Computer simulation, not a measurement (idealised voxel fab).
Herein follows the process module entitled voxel self aligned contacts.
Each square cell in cross-section cut measures 5 nm, and the section as a whole is 200 nm wide.
A cross-section is written here as square cells arranged in a grid, and it is given in bands from the top down, each band taking up one or more rows of cells.
A band entry consists of two parts. The first gives the height of the band's top and the height of its bottom, in nm. The rest lists the band's materials from left to right, each with its width in nm. A single material labelled with the word "all across" fills the band from edge to edge, and the word "empty" marks empty space.
Beneath 0, the wafer as received is one material, and that level is where height counting begins. The lowest band goes on downward without a bottom; it is written like "from 0 down".
A two-number width, for instance "30..40", indicates that the width is equal to the first number in the top row of the band and to the second number in the bottom row, and that it changes by a constant amount per row of cells.
No cell of the cross-section changed in a step that is given as "no modification".
This entry, "Trapped cavities", enumerates those empty regions of no fewer than 8 cells that possess no open connection to the top. Each region is reported in the form width x height at distance, the distance being taken from the left edge, with all three quantities expressed in nm.
Note: text after step settings on the step line = simulator remark on that step.
Each step line may optionally specify "overlay nm", which for a step with a mask gives the rightward distance between the mask's planned place and where it lay, a negative value indicating the leftward direction.
Layout of what follows: cross-section pairs, each bracketing one process step, the after cross-section shown only to the lowest band that changed, the step between and its settings noted under each pair. Pairs may originate in different runs of this module on the same starting wafer; a pair continues from the pair above only where its entry headed "before" says so.

## before
  from 0 down  Si all across
  Trapped cavities: none

## Step Result
  from 0 to -5  SiO2 all across
  Everything under -5 stays put, no change at all.
  Trapped cavities: none
The process step separating the two cross-sections depicted above is as follows: OXIDIZE, depth nm 5

before: The prior state of this step coincides with the post-step cross-section of the pair just above.

## Step Result
  from 20 to 0  polySi all across
  Everything under 0 stays put, no change at all.
  Trapped cavities: none
The process step separating the two cross-sections depicted above is as follows: DIRECTIONAL_DEP, material polySi, thk nm 20

before: The prior state of this step coincides with the post-step cross-section of the pair just above.

## Step Result
  from 45 to 20  SiN all across
  Everything under 20 stays put, no change at all.
  Trapped cavities: none
The process step separating the two cross-sections depicted above is as follows: DIRECTIONAL_DEP, material SiN, thk nm 25

before: The prior state of this step coincides with the post-step cross-section of the pair just above.

## Step Result
  from 65 to 45  empty=15, resist=30, empty=40, resist=30, empty=40, resist=30, empty=15
  Everything under 45 stays put, no change at all.
  Trapped cavities: none
The process step separating the two cross-sections depicted above is as follows: PATTERN, tone cover, mask id GATE, material resist, width nm 30, pitch nm 70, thk nm 20, overlay nm 0

before: The prior state of this step coincides with the post-step cross-section of the pair just above.

## Step Result
  from 65 to 45  empty=15, resist=30, empty=40, resist=30, empty=40, resist=30, empty=15
  from 45 to 20  empty=15, SiN=30, empty=40, SiN=30, empty=40, SiN=30, empty=15
  Everything under 20 stays put, no change at all.
  Trapped cavities: none
The process step separating the two cross-sections depicted above is as follows: DIRECTIONAL_ETCH, etch materials SiN, depth nm 25

before: The prior state of this step coincides with the post-step cross-section of the pair just above.

## Step Result
  from 65 to 45  empty=15, resist=30, empty=40, resist=30, empty=40, resist=30, empty=15
  from 45 to 20  empty=15, SiN=30, empty=40, SiN=30, empty=40, SiN=30, empty=15
  from 20 to 0  empty=15, polySi=30, empty=40, polySi=30, empty=40, polySi=30, empty=15
  Everything under 0 stays put, no change at all.
  Trapped cavities: none
The process step separating the two cross-sections depicted above is as follows: DIRECTIONAL_ETCH, etch materials polySi, depth nm 20

before: The prior state of this step coincides with the post-step cross-section of the pair just above.

## Step Result
  from 45 to 20  empty=15, SiN=30, empty=40, SiN=30, empty=40, SiN=30, empty=15
  Everything under 20 stays put, no change at all.
  Trapped cavities: none
The process step separating the two cross-sections depicted above is as follows: STRIP, etch materials resist

before: The prior state of this step coincides with the post-step cross-section of the pair just above.

## Step Result
  from 55 to 20  empty=5, SiN=50, empty=20, SiN=50, empty=20, SiN=50, empty=5
  from 20 to 10  empty=5, SiN=10, polySi=30, SiN=10, empty=20, SiN=10, polySi=30, SiN=10, empty=20, SiN=10, polySi=30, SiN=10, empty=5
  from 10 to 0  SiN=15, polySi=30, SiN=40, polySi=30, SiN=40, polySi=30, SiN=15
  Everything under 0 stays put, no change at all.
  Trapped cavities: none
The process step separating the two cross-sections depicted above is as follows: CONFORMAL_DEP, material SiN, thk nm 10

before: The prior state of this step coincides with the post-step cross-section of the pair just above.

## Step Result
  from 45 to 20  empty=5, SiN=50, empty=20, SiN=50, empty=20, SiN=50, empty=5
  from 20 to 0  empty=5, SiN=10, polySi=30, SiN=10, empty=20, SiN=10, polySi=30, SiN=10, empty=20, SiN=10, polySi=30, SiN=10, empty=5
  Everything under 0 stays put, no change at all.
  Trapped cavities: none
The process step separating the two cross-sections depicted above is as follows: DIRECTIONAL_ETCH, etch materials SiN, depth nm 10

before: The prior state of this step coincides with the post-step cross-section of the pair just above.

## Step Result
  from 60 to 45  SiO2 all across
  from 45 to 20  SiO2=5, SiN=50, SiO2=20, SiN=50, SiO2=20, SiN=50, SiO2=5
  from 20 to 0  SiO2=5, SiN=10, polySi=30, SiN=10, SiO2=20, SiN=10, polySi=30, SiN=10, SiO2=20, SiN=10, polySi=30, SiN=10, SiO2=5
  Everything under 0 stays put, no change at all.
  Trapped cavities: none
The process step separating the two cross-sections depicted above is as follows: FILL_DEP, material SiO2, thk nm 15

before: The prior state of this step coincides with the post-step cross-section of the pair just above.

## Step Result
  from 50 to 45  SiO2 all across
  Everything under 45 stays put, no change at all.
  Trapped cavities: none
The process step separating the two cross-sections depicted above is as follows: CMP, height nm 50

before: The prior state of this step coincides with the post-step cross-section of the pair just above.

## Step Result
  from 50 to 45  SiO2=40, empty=50, SiO2=20, empty=50, SiO2=40
  from 45 to 20  SiO2=5, SiN=50, empty=20, SiN=50, empty=20, SiN=50, SiO2=5
  from 20 to 0  SiO2=5, SiN=10, polySi=30, SiN=10, empty=20, SiN=10, polySi=30, SiN=10, empty=20, SiN=10, polySi=30, SiN=10, SiO2=5
  from 0 to -5  SiO2=55, empty=20, SiO2=50, empty=20, SiO2=55
  Everything under -5 stays put, no change at all.
  Trapped cavities: none
The process step separating the two cross-sections depicted above is as follows: MASKED_ETCH, tone open, mask id CONTACT, width nm 50, pitch nm 70, etch materials SiO2, depth nm 55, overlay nm 0

before: The prior state of this step coincides with the post-step cross-section of the pair just above.

## Step Result
  from 55 to 50  TiN=45, empty=40, TiN=30, empty=40, TiN=45
  from 50 to 45  SiO2=40, TiN=20, empty=10, TiN=20, SiO2=20, TiN=20, empty=10, TiN=20, SiO2=40
  from 45 to 20  SiO2=5, SiN=50, TiN=5, empty=10, TiN=5, SiN=50, TiN=5, empty=10, TiN=5, SiN=50, SiO2=5
  from 20 to 0  SiO2=5, SiN=10, polySi=30, SiN=10, TiN=5, empty=10, TiN=5, SiN=10, polySi=30, SiN=10, TiN=5, empty=10, TiN=5, SiN=10, polySi=30, SiN=10, SiO2=5
  from 0 to -5  SiO2=55, TiN=20, SiO2=50, TiN=20, SiO2=55
  Everything under -5 stays put, no change at all.
  Trapped cavities: none
The process step separating the two cross-sections depicted above is as follows: CONFORMAL_DEP, material TiN, thk nm 5

before: The prior state of this step coincides with the post-step cross-section of the pair just above.

## Step Result
  from 60 to 55  W all across
  from 55 to 50  TiN=45, W=40, TiN=30, W=40, TiN=45
  from 50 to 45  SiO2=40, TiN=20, W=10, TiN=20, SiO2=20, TiN=20, W=10, TiN=20, SiO2=40
  from 45 to 20  SiO2=5, SiN=50, TiN=5, W=10, TiN=5, SiN=50, TiN=5, W=10, TiN=5, SiN=50, SiO2=5
  from 20 to 0  SiO2=5, SiN=10, polySi=30, SiN=10, TiN=5, W=10, TiN=5, SiN=10, polySi=30, SiN=10, TiN=5, W=10, TiN=5, SiN=10, polySi=30, SiN=10, SiO2=5
  Everything under 0 stays put, no change at all.
  Trapped cavities: none
The process step separating the two cross-sections depicted above is as follows: FILL_DEP, material W, thk nm 5

before: The prior state of this step coincides with the post-step cross-section of the pair just above.

## Step Result
  from 50 to 45  SiO2=40, TiN=20, W=10, TiN=20, SiO2=20, TiN=20, W=10, TiN=20, SiO2=40
  Everything under 45 stays put, no change at all.
  Trapped cavities: none
The process step separating the two cross-sections depicted above is as follows: CMP, height nm 50

before: The prior state of this step coincides with the post-step cross-section of the pair just above.

## Step Result
  from 55 to 50  SiCN all across
  Everything under 50 stays put, no change at all.
  Trapped cavities: none
The process step separating the two cross-sections depicted above is as follows: CONFORMAL_DEP, material SiCN, thk nm 5

## before
  from 45 to 20  empty=15, SiN=30, empty=40, SiN=30, empty=40, SiN=30, empty=15
  from 20 to 0  empty=15, polySi=30, empty=40, polySi=30, empty=40, polySi=30, empty=15
  from 0 to -5  SiO2 all across
  from -5 down  Si all across
  Trapped cavities: none

## Step Result
  from 35 to 20  empty=15, SiN=30, empty=40, SiN=30, empty=40, SiN=30, empty=15
  Everything under 20 stays put, no change at all.
  Trapped cavities: none
The process step separating the two cross-sections depicted above is as follows: DIRECTIONAL_ETCH, etch materials SiN, depth nm 10

before: The prior state of this step coincides with the post-step cross-section of the pair just above.

## Step Result
  from 50 to 35  SiO2 all across
  from 35 to 20  SiO2=15, SiN=30, SiO2=40, SiN=30, SiO2=40, SiN=30, SiO2=15
  from 20 to 0  SiO2=15, polySi=30, SiO2=40, polySi=30, SiO2=40, polySi=30, SiO2=15
  Everything under 0 stays put, no change at all.
  Trapped cavities: none
The process step separating the two cross-sections depicted above is as follows: FILL_DEP, material SiO2, thk nm 15

before: The prior state of this step coincides with the post-step cross-section of the pair just above.

## Step Result
  from 50 to 35  SiO2=40, empty=50, SiO2=20, empty=50, SiO2=40
  from 35 to 20  SiO2=15, SiN=30, empty=40, SiN=30, empty=40, SiN=30, SiO2=15
  from 20 to 0  SiO2=15, polySi=30, empty=40, polySi=30, empty=40, polySi=30, SiO2=15
  from 0 to -5  SiO2=45, empty=40, SiO2=30, empty=40, SiO2=45
  Everything under -5 stays put, no change at all.
  Trapped cavities: none
The process step separating the two cross-sections depicted above is as follows: MASKED_ETCH, tone open, mask id CONTACT, width nm 50, pitch nm 70, etch materials SiO2, depth nm 55, overlay nm 0

before: The prior state of this step coincides with the post-step cross-section of the pair just above.

## Step Result
  from 55 to 50  TiN=45, empty=40, TiN=30, empty=40, TiN=45
  from 50 to 40  SiO2=40, TiN=5, empty=40, TiN=5, SiO2=20, TiN=5, empty=40, TiN=5, SiO2=40
  from 40 to 35  SiO2=40, TiN=10, empty=30, TiN=10, SiO2=20, TiN=10, empty=30, TiN=10, SiO2=40
  from 35 to 20  SiO2=15, SiN=30, TiN=5, empty=30, TiN=5, SiN=30, TiN=5, empty=30, TiN=5, SiN=30, SiO2=15
  from 20 to 0  SiO2=15, polySi=30, TiN=5, empty=30, TiN=5, polySi=30, TiN=5, empty=30, TiN=5, polySi=30, SiO2=15
  from 0 to -5  SiO2=45, TiN=40, SiO2=30, TiN=40, SiO2=45
  Everything under -5 stays put, no change at all.
  Trapped cavities: none
The process step separating the two cross-sections depicted above is as follows: CONFORMAL_DEP, material TiN, thk nm 5

before: The prior state of this step coincides with the post-step cross-section of the pair just above.

## Step Result
  from 60 to 55  W all across
  from 55 to 50  TiN=45, W=40, TiN=30, W=40, TiN=45
  from 50 to 40  SiO2=40, TiN=5, W=40, TiN=5, SiO2=20, TiN=5, W=40, TiN=5, SiO2=40
  from 40 to 35  SiO2=40, TiN=10, W=30, TiN=10, SiO2=20, TiN=10, W=30, TiN=10, SiO2=40
  from 35 to 20  SiO2=15, SiN=30, TiN=5, W=30, TiN=5, SiN=30, TiN=5, W=30, TiN=5, SiN=30, SiO2=15
  from 20 to 0  SiO2=15, polySi=30, TiN=5, W=30, TiN=5, polySi=30, TiN=5, W=30, TiN=5, polySi=30, SiO2=15
  Everything under 0 stays put, no change at all.
  Trapped cavities: none
The process step separating the two cross-sections depicted above is as follows: FILL_DEP, material W, thk nm 5

before: The prior state of this step coincides with the post-step cross-section of the pair just above.

## Step Result
  from 50 to 40  SiO2=40, TiN=5, W=40, TiN=5, SiO2=20, TiN=5, W=40, TiN=5, SiO2=40
  Everything under 40 stays put, no change at all.
  Trapped cavities: none
The process step separating the two cross-sections depicted above is as follows: CMP, height nm 50

before: The prior state of this step coincides with the post-step cross-section of the pair just above.

## Step Result
  from 55 to 50  SiCN all across
  Everything under 50 stays put, no change at all.
  Trapped cavities: none
The process step separating the two cross-sections depicted above is as follows: CONFORMAL_DEP, material SiCN, thk nm 5

## before
  from 45 to 20  SiN all across
  from 20 to 0  polySi all across
  from 0 to -5  SiO2 all across
  from -5 down  Si all across
  Trapped cavities: none

## Step Result
  from 70 to 20  SiN all across
  Everything under 20 stays put, no change at all.
  Trapped cavities: none
The process step separating the two cross-sections depicted above is as follows: DIRECTIONAL_DEP, material SiN, thk nm 25

before: The prior state of this step coincides with the post-step cross-section of the pair just above.

## Step Result
  from 90 to 70  empty=15, resist=30, empty=40, resist=30, empty=40, resist=30, empty=15
  Everything under 70 stays put, no change at all.
  Trapped cavities: none
The process step separating the two cross-sections depicted above is as follows: PATTERN, tone cover, mask id GATE, material resist, width nm 30, pitch nm 70, thk nm 20, overlay nm 0

before: The prior state of this step coincides with the post-step cross-section of the pair just above.

## Step Result
  from 90 to 70  empty=15, resist=30, empty=40, resist=30, empty=40, resist=30, empty=15
  from 70 to 45  empty=15, SiN=30, empty=40, SiN=30, empty=40, SiN=30, empty=15
  Everything under 45 stays put, no change at all.
  Trapped cavities: none
The process step separating the two cross-sections depicted above is as follows: DIRECTIONAL_ETCH, etch materials SiN, depth nm 25

before: The prior state of this step coincides with the post-step cross-section of the pair just above.

## Step Result
  from 70 to 45  empty=15, SiN=30, empty=40, SiN=30, empty=40, SiN=30, empty=15
  Everything under 45 stays put, no change at all.
  Trapped cavities: none
The process step separating the two cross-sections depicted above is as follows: STRIP, etch materials resist

before: The prior state of this step coincides with the post-step cross-section of the pair just above.

## Step Result
  from 80 to 55  empty=5, SiN=50, empty=20, SiN=50, empty=20, SiN=50, empty=5
  from 55 to 20  SiN all across
  Everything under 20 stays put, no change at all.
  Trapped cavities: none
The process step separating the two cross-sections depicted above is as follows: CONFORMAL_DEP, material SiN, thk nm 10

before: The prior state of this step coincides with the post-step cross-section of the pair just above.

## Step Result
  from 70 to 45  empty=5, SiN=50, empty=20, SiN=50, empty=20, SiN=50, empty=5
  Everything under 45 stays put, no change at all.
  Trapped cavities: none
The process step separating the two cross-sections depicted above is as follows: DIRECTIONAL_ETCH, etch materials SiN, depth nm 10

before: The prior state of this step coincides with the post-step cross-section of the pair just above.

## Step Result
  from 85 to 70  SiO2 all across
  from 70 to 45  SiO2=5, SiN=50, SiO2=20, SiN=50, SiO2=20, SiN=50, SiO2=5
  Everything under 45 stays put, no change at all.
  Trapped cavities: none
The process step separating the two cross-sections depicted above is as follows: FILL_DEP, material SiO2, thk nm 15

before: The prior state of this step coincides with the post-step cross-section of the pair just above.

## Step Result
  from 50 to 45  SiO2=5, SiN=50, SiO2=20, SiN=50, SiO2=20, SiN=50, SiO2=5
  Everything under 45 stays put, no change at all.
  Trapped cavities: none
The process step separating the two cross-sections depicted above is as follows: CMP, height nm 50

before: The prior state of this step coincides with the post-step cross-section of the pair just above.

## Step Result
  from 50 to 45  SiO2=5, SiN=50, empty=20, SiN=50, empty=20, SiN=50, SiO2=5
  Everything under 45 stays put, no change at all.
  Trapped cavities: none
The process step separating the two cross-sections depicted above is as follows: MASKED_ETCH, tone open, mask id CONTACT, width nm 50, pitch nm 70, etch materials SiO2, depth nm 55, overlay nm 0

before: The prior state of this step coincides with the post-step cross-section of the pair just above.

## Step Result
  from 55 to 50  TiN=60, empty=10, TiN=60, empty=10, TiN=60
  from 50 to 45  SiO2=5, SiN=50, TiN=20, SiN=50, TiN=20, SiN=50, SiO2=5
  Everything under 45 stays put, no change at all.
  Trapped cavities: none
The process step separating the two cross-sections depicted above is as follows: CONFORMAL_DEP, material TiN, thk nm 5

before: The prior state of this step coincides with the post-step cross-section of the pair just above.

## Step Result
  from 60 to 55  W all across
  from 55 to 50  TiN=60, W=10, TiN=60, W=10, TiN=60
  Everything under 50 stays put, no change at all.
  Trapped cavities: none
The process step separating the two cross-sections depicted above is as follows: FILL_DEP, material W, thk nm 5

before: The prior state of this step coincides with the post-step cross-section of the pair just above.

## Step Result
  from 50 to 45  SiO2=5, SiN=50, TiN=20, SiN=50, TiN=20, SiN=50, SiO2=5
  Everything under 45 stays put, no change at all.
  Trapped cavities: none
The process step separating the two cross-sections depicted above is as follows: CMP, height nm 50

before: The prior state of this step coincides with the post-step cross-section of the pair just above.

## Step Result
  from 55 to 50  SiCN all across
  Everything under 50 stays put, no change at all.
  Trapped cavities: none
The process step separating the two cross-sections depicted above is as follows: CONFORMAL_DEP, material SiCN, thk nm 5

## before
  from 0 to -5  SiO2 all across
  from -5 down  Si all across
  Trapped cavities: none

## Step Result
  from 25 to 0  SiN all across
  Everything under 0 stays put, no change at all.
  Trapped cavities: none
The process step separating the two cross-sections depicted above is as follows: DIRECTIONAL_DEP, material SiN, thk nm 25

before: The prior state of this step coincides with the post-step cross-section of the pair just above.

## Step Result
  from 45 to 25  polySi all across
  Everything under 25 stays put, no change at all.
  Trapped cavities: none
The process step separating the two cross-sections depicted above is as follows: DIRECTIONAL_DEP, material polySi, thk nm 20

before: The prior state of this step coincides with the post-step cross-section of the pair just above.

## Step Result
  from 65 to 45  empty=15, resist=30, empty=40, resist=30, empty=40, resist=30, empty=15
  Everything under 45 stays put, no change at all.
  Trapped cavities: none
The process step separating the two cross-sections depicted above is as follows: PATTERN, tone cover, mask id GATE, material resist, width nm 30, pitch nm 70, thk nm 20, overlay nm 0

before: The prior state of this step coincides with the post-step cross-section of the pair just above.

## Step Result
  from 65 to 45  empty=15, resist=30, empty=40, resist=30, empty=40, resist=30, empty=15
  from 45 to 25  empty=15, polySi=30, empty=40, polySi=30, empty=40, polySi=30, empty=15
  Everything under 25 stays put, no change at all.
  Trapped cavities: none
The process step separating the two cross-sections depicted above is as follows: DIRECTIONAL_ETCH, etch materials polySi, depth nm 20

before: The prior state of this step coincides with the post-step cross-section of the pair just above.

## Step Result
  from 45 to 25  empty=15, polySi=30, empty=40, polySi=30, empty=40, polySi=30, empty=15
  Everything under 25 stays put, no change at all.
  Trapped cavities: none
The process step separating the two cross-sections depicted above is as follows: STRIP, etch materials resist

before: The prior state of this step coincides with the post-step cross-section of the pair just above.

## Step Result
  from 55 to 45  empty=5, SiN=50, empty=20, SiN=50, empty=20, SiN=50, empty=5
  from 45 to 35  empty=5, SiN=10, polySi=30, SiN=10, empty=20, SiN=10, polySi=30, SiN=10, empty=20, SiN=10, polySi=30, SiN=10, empty=5
  from 35 to 25  SiN=15, polySi=30, SiN=40, polySi=30, SiN=40, polySi=30, SiN=15
  Everything under 25 stays put, no change at all.
  Trapped cavities: none
The process step separating the two cross-sections depicted above is as follows: CONFORMAL_DEP, material SiN, thk nm 10

before: The prior state of this step coincides with the post-step cross-section of the pair just above.

## Step Result
  from 45 to 25  empty=5, SiN=10, polySi=30, SiN=10, empty=20, SiN=10, polySi=30, SiN=10, empty=20, SiN=10, polySi=30, SiN=10, empty=5
  Everything under 25 stays put, no change at all.
  Trapped cavities: none
The process step separating the two cross-sections depicted above is as follows: DIRECTIONAL_ETCH, etch materials SiN, depth nm 10

before: The prior state of this step coincides with the post-step cross-section of the pair just above.

## Step Result
  from 60 to 45  SiO2 all across
  from 45 to 25  SiO2=5, SiN=10, polySi=30, SiN=10, SiO2=20, SiN=10, polySi=30, SiN=10, SiO2=20, SiN=10, polySi=30, SiN=10, SiO2=5
  Everything under 25 stays put, no change at all.
  Trapped cavities: none
The process step separating the two cross-sections depicted above is as follows: FILL_DEP, material SiO2, thk nm 15

before: The prior state of this step coincides with the post-step cross-section of the pair just above.

## Step Result
  from 50 to 45  SiO2 all across
  Everything under 45 stays put, no change at all.
  Trapped cavities: none
The process step separating the two cross-sections depicted above is as follows: CMP, height nm 50

before: The prior state of this step coincides with the post-step cross-section of the pair just above.

## Step Result
  from 50 to 45  SiO2=40, empty=50, SiO2=20, empty=50, SiO2=40
  from 45 to 25  SiO2=5, SiN=10, polySi=30, SiN=10, empty=20, SiN=10, polySi=30, SiN=10, empty=20, SiN=10, polySi=30, SiN=10, SiO2=5
  Everything under 25 stays put, no change at all.
  Trapped cavities: none
The process step separating the two cross-sections depicted above is as follows: MASKED_ETCH, tone open, mask id CONTACT, width nm 50, pitch nm 70, etch materials SiO2, depth nm 55, overlay nm 0

before: The prior state of this step coincides with the post-step cross-section of the pair just above.

## Step Result
  from 55 to 50  TiN=45, empty=40, TiN=30, empty=40, TiN=45
  from 50 to 45  SiO2=40, TiN=20, empty=10, TiN=20, SiO2=20, TiN=20, empty=10, TiN=20, SiO2=40
  from 45 to 30  SiO2=5, SiN=10, polySi=30, SiN=10, TiN=5, empty=10, TiN=5, SiN=10, polySi=30, SiN=10, TiN=5, empty=10, TiN=5, SiN=10, polySi=30, SiN=10, SiO2=5
  from 30 to 25  SiO2=5, SiN=10, polySi=30, SiN=10, TiN=20, SiN=10, polySi=30, SiN=10, TiN=20, SiN=10, polySi=30, SiN=10, SiO2=5
  Everything under 25 stays put, no change at all.
  Trapped cavities: none
The process step separating the two cross-sections depicted above is as follows: CONFORMAL_DEP, material TiN, thk nm 5

before: The prior state of this step coincides with the post-step cross-section of the pair just above.

## Step Result
  from 60 to 55  W all across
  from 55 to 50  TiN=45, W=40, TiN=30, W=40, TiN=45
  from 50 to 45  SiO2=40, TiN=20, W=10, TiN=20, SiO2=20, TiN=20, W=10, TiN=20, SiO2=40
  from 45 to 30  SiO2=5, SiN=10, polySi=30, SiN=10, TiN=5, W=10, TiN=5, SiN=10, polySi=30, SiN=10, TiN=5, W=10, TiN=5, SiN=10, polySi=30, SiN=10, SiO2=5
  Everything under 30 stays put, no change at all.
  Trapped cavities: none
The process step separating the two cross-sections depicted above is as follows: FILL_DEP, material W, thk nm 5

before: The prior state of this step coincides with the post-step cross-section of the pair just above.

## Step Result
  from 50 to 45  SiO2=40, TiN=20, W=10, TiN=20, SiO2=20, TiN=20, W=10, TiN=20, SiO2=40
  Everything under 45 stays put, no change at all.
  Trapped cavities: none
The process step separating the two cross-sections depicted above is as follows: CMP, height nm 50

before: The prior state of this step coincides with the post-step cross-section of the pair just above.

## Step Result
  from 55 to 50  SiCN all across
  Everything under 50 stays put, no change at all.
  Trapped cavities: none
The process step separating the two cross-sections depicted above is as follows: CONFORMAL_DEP, material SiCN, thk nm 5

## before
  from 0 down  Si all across
  Trapped cavities: none

## Step Result
  from 0 to -15  SiO2 all across
  Everything under -15 stays put, no change at all.
  Trapped cavities: none
The process step separating the two cross-sections depicted above is as follows: OXIDIZE, depth nm 15

before: The prior state of this step coincides with the post-step cross-section of the pair just above.

## Step Result
  from 20 to 0  polySi all across
  Everything under 0 stays put, no change at all.
  Trapped cavities: none
The process step separating the two cross-sections depicted above is as follows: DIRECTIONAL_DEP, material polySi, thk nm 20

before: The prior state of this step coincides with the post-step cross-section of the pair just above.

## Step Result
  from 45 to 20  SiN all across
  Everything under 20 stays put, no change at all.
  Trapped cavities: none
The process step separating the two cross-sections depicted above is as follows: DIRECTIONAL_DEP, material SiN, thk nm 25

before: The prior state of this step coincides with the post-step cross-section of the pair just above.

## Step Result
  from 65 to 45  empty=15, resist=30, empty=40, resist=30, empty=40, resist=30, empty=15
  Everything under 45 stays put, no change at all.
  Trapped cavities: none
The process step separating the two cross-sections depicted above is as follows: PATTERN, tone cover, mask id GATE, material resist, width nm 30, pitch nm 70, thk nm 20, overlay nm 0

before: The prior state of this step coincides with the post-step cross-section of the pair just above.

## Step Result
  from 65 to 45  empty=15, resist=30, empty=40, resist=30, empty=40, resist=30, empty=15
  from 45 to 20  empty=15, SiN=30, empty=40, SiN=30, empty=40, SiN=30, empty=15
  Everything under 20 stays put, no change at all.
  Trapped cavities: none
The process step separating the two cross-sections depicted above is as follows: DIRECTIONAL_ETCH, etch materials SiN, depth nm 25

before: The prior state of this step coincides with the post-step cross-section of the pair just above.

## Step Result
  from 65 to 45  empty=15, resist=30, empty=40, resist=30, empty=40, resist=30, empty=15
  from 45 to 20  empty=15, SiN=30, empty=40, SiN=30, empty=40, SiN=30, empty=15
  from 20 to 0  empty=15, polySi=30, empty=40, polySi=30, empty=40, polySi=30, empty=15
  Everything under 0 stays put, no change at all.
  Trapped cavities: none
The process step separating the two cross-sections depicted above is as follows: DIRECTIONAL_ETCH, etch materials polySi, depth nm 20

before: The prior state of this step coincides with the post-step cross-section of the pair just above.

## Step Result
  from 45 to 20  empty=15, SiN=30, empty=40, SiN=30, empty=40, SiN=30, empty=15
  Everything under 20 stays put, no change at all.
  Trapped cavities: none
The process step separating the two cross-sections depicted above is as follows: STRIP, etch materials resist

before: The prior state of this step coincides with the post-step cross-section of the pair just above.

## Step Result
  from 55 to 20  empty=5, SiN=50, empty=20, SiN=50, empty=20, SiN=50, empty=5
  from 20 to 10  empty=5, SiN=10, polySi=30, SiN=10, empty=20, SiN=10, polySi=30, SiN=10, empty=20, SiN=10, polySi=30, SiN=10, empty=5
  from 10 to 0  SiN=15, polySi=30, SiN=40, polySi=30, SiN=40, polySi=30, SiN=15
  Everything under 0 stays put, no change at all.
  Trapped cavities: none
The process step separating the two cross-sections depicted above is as follows: CONFORMAL_DEP, material SiN, thk nm 10

before: The prior state of this step coincides with the post-step cross-section of the pair just above.

## Step Result
  from 45 to 20  empty=5, SiN=50, empty=20, SiN=50, empty=20, SiN=50, empty=5
  from 20 to 0  empty=5, SiN=10, polySi=30, SiN=10, empty=20, SiN=10, polySi=30, SiN=10, empty=20, SiN=10, polySi=30, SiN=10, empty=5
  Everything under 0 stays put, no change at all.
  Trapped cavities: none
The process step separating the two cross-sections depicted above is as follows: DIRECTIONAL_ETCH, etch materials SiN, depth nm 10

before: The prior state of this step coincides with the post-step cross-section of the pair just above.

## Step Result
  from 60 to 45  SiO2 all across
  from 45 to 20  SiO2=5, SiN=50, SiO2=20, SiN=50, SiO2=20, SiN=50, SiO2=5
  from 20 to 0  SiO2=5, SiN=10, polySi=30, SiN=10, SiO2=20, SiN=10, polySi=30, SiN=10, SiO2=20, SiN=10, polySi=30, SiN=10, SiO2=5
  Everything under 0 stays put, no change at all.
  Trapped cavities: none
The process step separating the two cross-sections depicted above is as follows: FILL_DEP, material SiO2, thk nm 15

before: The prior state of this step coincides with the post-step cross-section of the pair just above.

## Step Result
  from 50 to 45  SiO2 all across
  Everything under 45 stays put, no change at all.
  Trapped cavities: none
The process step separating the two cross-sections depicted above is as follows: CMP, height nm 50

before: The prior state of this step coincides with the post-step cross-section of the pair just above.

## Step Result
  from 50 to 45  SiO2=40, empty=50, SiO2=20, empty=50, SiO2=40
  from 45 to 20  SiO2=5, SiN=50, empty=20, SiN=50, empty=20, SiN=50, SiO2=5
  from 20 to 0  SiO2=5, SiN=10, polySi=30, SiN=10, empty=20, SiN=10, polySi=30, SiN=10, empty=20, SiN=10, polySi=30, SiN=10, SiO2=5
  from 0 to -5  SiO2=55, empty=20, SiO2=50, empty=20, SiO2=55
  Everything under -5 stays put, no change at all.
  Trapped cavities: none
The process step separating the two cross-sections depicted above is as follows: MASKED_ETCH, tone open, mask id CONTACT, width nm 50, pitch nm 70, etch materials SiO2, depth nm 55, overlay nm 0

before: The prior state of this step coincides with the post-step cross-section of the pair just above.

## Step Result
  from 55 to 50  TiN=45, empty=40, TiN=30, empty=40, TiN=45
  from 50 to 45  SiO2=40, TiN=20, empty=10, TiN=20, SiO2=20, TiN=20, empty=10, TiN=20, SiO2=40
  from 45 to 20  SiO2=5, SiN=50, TiN=5, empty=10, TiN=5, SiN=50, TiN=5, empty=10, TiN=5, SiN=50, SiO2=5
  from 20 to 0  SiO2=5, SiN=10, polySi=30, SiN=10, TiN=5, empty=10, TiN=5, SiN=10, polySi=30, SiN=10, TiN=5, empty=10, TiN=5, SiN=10, polySi=30, SiN=10, SiO2=5
  from 0 to -5  SiO2=55, TiN=20, SiO2=50, TiN=20, SiO2=55
  Everything under -5 stays put, no change at all.
  Trapped cavities: none
The process step separating the two cross-sections depicted above is as follows: CONFORMAL_DEP, material TiN, thk nm 5

before: The prior state of this step coincides with the post-step cross-section of the pair just above.

## Step Result
  from 60 to 55  W all across
  from 55 to 50  TiN=45, W=40, TiN=30, W=40, TiN=45
  from 50 to 45  SiO2=40, TiN=20, W=10, TiN=20, SiO2=20, TiN=20, W=10, TiN=20, SiO2=40
  from 45 to 20  SiO2=5, SiN=50, TiN=5, W=10, TiN=5, SiN=50, TiN=5, W=10, TiN=5, SiN=50, SiO2=5
  from 20 to 0  SiO2=5, SiN=10, polySi=30, SiN=10, TiN=5, W=10, TiN=5, SiN=10, polySi=30, SiN=10, TiN=5, W=10, TiN=5, SiN=10, polySi=30, SiN=10, SiO2=5
  Everything under 0 stays put, no change at all.
  Trapped cavities: none
The process step separating the two cross-sections depicted above is as follows: FILL_DEP, material W, thk nm 5

before: The prior state of this step coincides with the post-step cross-section of the pair just above.

## Step Result
  from 50 to 45  SiO2=40, TiN=20, W=10, TiN=20, SiO2=20, TiN=20, W=10, TiN=20, SiO2=40
  Everything under 45 stays put, no change at all.
  Trapped cavities: none
The process step separating the two cross-sections depicted above is as follows: CMP, height nm 50

before: The prior state of this step coincides with the post-step cross-section of the pair just above.

## Step Result
  from 55 to 50  SiCN all across
  Everything under 50 stays put, no change at all.
  Trapped cavities: none
The process step separating the two cross-sections depicted above is as follows: CONFORMAL_DEP, material SiCN, thk nm 5
